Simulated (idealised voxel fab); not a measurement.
Herein follows the process module entitled voxel ribs on slabs.
FYI the section here is cut, 255 nm wide, cells are 5 nm squares.
Cross-section, as written here: a square-cell grid given band by band from the top down, where a band holds one or more rows of cells. Top height, bottom height, nm. Materials left to right, width each, nm. Single material + "edge to edge" = fills band edge to edge. "air" = empty. Heights from 0 (as-received wafer is one material below). Bottom band endless downward, as "0 -> down". Think of "30->40" as a width that walks from the first number to the second as you go down the band, top row to bottom row, taking equal-sized steps from row to row. Reading "no alterations made" for a step: not a cell of the cross-section changed in it. "Catalogued sealed voids": sealed empty spaces, 8 cells or more, no open way to top, listed width x height at distance, with distance from the left edge and width, height and distance in nm. If you see something after the settings on a step's line, that's the simulator's own remark about that step. Regarding "overlay nm": on a step with a mask, it is the distance the mask lay to the right of its planned place; a negative value places it to the left.
This section lists the process steps that were planned:
1 RECEIVE | material Si
2 DIRECTIONAL_DEP | material SiO2 | thk nm 30
3 DIRECTIONAL_DEP | material SiN | thk nm 15
4 MASKED_ETCH | tone cover | mask id RIB | width nm 20 | etch materials SiN | depth nm 5 | overlay nm 0
5 PATTERN | tone cover | mask id SLAB | material resist | width nm 70 | thk nm 20 | overlay nm 0
6 DIRECTIONAL_ETCH | etch materials SiN | depth nm 10
7 STRIP | etch materials resist
8 FILL_DEP | material SiO2 | thk nm 25
9 CMP | height nm 60
10 DIRECTIONAL_DEP | material W | thk nm 10
11 DIRECTIONAL_DEP | material aC | thk nm 15
12 PATTERN | tone cover | mask id HEATER | material resist | width nm 30 | thk nm 35 | overlay nm 0
13 DIRECTIONAL_ETCH | etch materials aC | depth nm 15
14 STRIP | etch materials resist
15 DIRECTIONAL_ETCH | etch materials W | depth nm 10
16 STRIP | etch materials aC
17 CONFORMAL_DEP | material SiO2 | thk nm 5
Delivered wafer in cross-section: state after step 1:
0 -> down = Si edge to edge
Catalogued sealed voids: none
Cross-section at module end, one run error; start and plan unchanged from above:
75 -> 70 = air (105) / SiO2 (40) / air (110)
70 -> 65 = air (105) / SiO2 (5) / W (30) / SiO2 (5) / air (110)
65 -> 60 = SiO2 (110) / W (30) / SiO2 (115)
60 -> 15 = SiO2 edge to edge
15 -> 0 = SiN edge to edge
0 -> down = Si edge to edge
Catalogued sealed voids: none
Where did the run depart from the plan? step 3 occupied the plan position of step 2, and the converse holds as well
